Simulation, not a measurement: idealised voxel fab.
Documented hereafter: the process module known as voxel double patterning.
In the cross-section labelled cut, the width is 165 nm and each square cell is 5 nm.
Each cross-section below is a grid of square cells, stated as bands in top-down order, with one or more rows of cells making up each band.
What a band's entry tells you: where the top is and where the bottom is, as heights in nm, and after that what lies inside, material by material from left to right, each with its width in nm. Empty space is written as the word "empty", and a single material marked with the word "full width" occupies the band from edge to edge.
Height datum 0, below which the as-received substrate wafer is one material. Lowest band open at the bottom, running downward: "0..down".
Note: "30..40" means the width goes from the first number (top row of the band) to the second number (bottom row) in equal steps per row of cells.
A step reported as "everything unchanged" is a step in which no cell of the cross-section changed.
The label "Enclosed void catalog" introduces a list of the empty spaces, 8 cells or larger, that have no open way up to the top; each entry in it reads width x height at distance, where the distance is taken from the left edge and all three are stated in nm.
after a step's settings: what the simulator itself notes on the step
overlay nm: step with mask; distance mask lay right of planned place; negative value = left of planned place.
**List of planned process steps**
1: RECEIVE,material Si
2: CONFORMAL_DEP,material SiO2,thk nm 5
3: DIRECTIONAL_DEP,material TiN,thk nm 10
4: DIRECTIONAL_DEP,material SiCN,thk nm 5
5: MASKED_ETCH,tone open,mask id FIRST,width nm 15,pitch nm 50,etch materials SiCN,depth nm 5,overlay nm 0
6: MASKED_ETCH,tone open,mask id SECOND,width nm 15,pitch nm 50,etch materials SiCN,depth nm 5,overlay nm 0
7: DIRECTIONAL_ETCH,etch materials TiN,depth nm 10
8: STRIP,etch materials SiCN
Quick note for whoever runs this: the wafers start identical, but the thk nm at step 4 isn't the same across them. The plan just shows what the first wafer had.
**The first of several wafers, as received after step 1, seen in section**
    0..down | Si full width
    Enclosed void catalog: none
**Quick look at the cross-section of the first of several wafers after step 8, which wraps up the module**
    15..5 | 25 nm TiN / 15 nm empty / 10 nm TiN / 15 nm empty / 10 nm TiN / 15 nm empty / 10 nm TiN / 15 nm empty / 10 nm TiN / 15 nm empty / 25 nm TiN
    5..0 | SiO2 full width
    0..down | Si full width
    Enclosed void catalog: none
**The module's end: a cross-section of the last wafer**
    15..5 | TiN full width
    5..0 | SiO2 full width
    0..down | Si full width
    Enclosed void catalog: none
**Every row in this table is a wafer at the end of the module, and it gives, for each of the materials, the cells that wafer has gained (+) or lost (-) since it was received, then its closed voids**
thk nm 5 | +33 SiO2 | +36 TiN | Enclosed void catalog: none
thk nm 10 | +33 SiO2 | +66 TiN | Enclosed void catalog: none
thk nm 15 | +33 SiO2 | +66 TiN | Enclosed void catalog: none
thk nm 20 | +33 SiO2 | +66 TiN | Enclosed void catalog: none
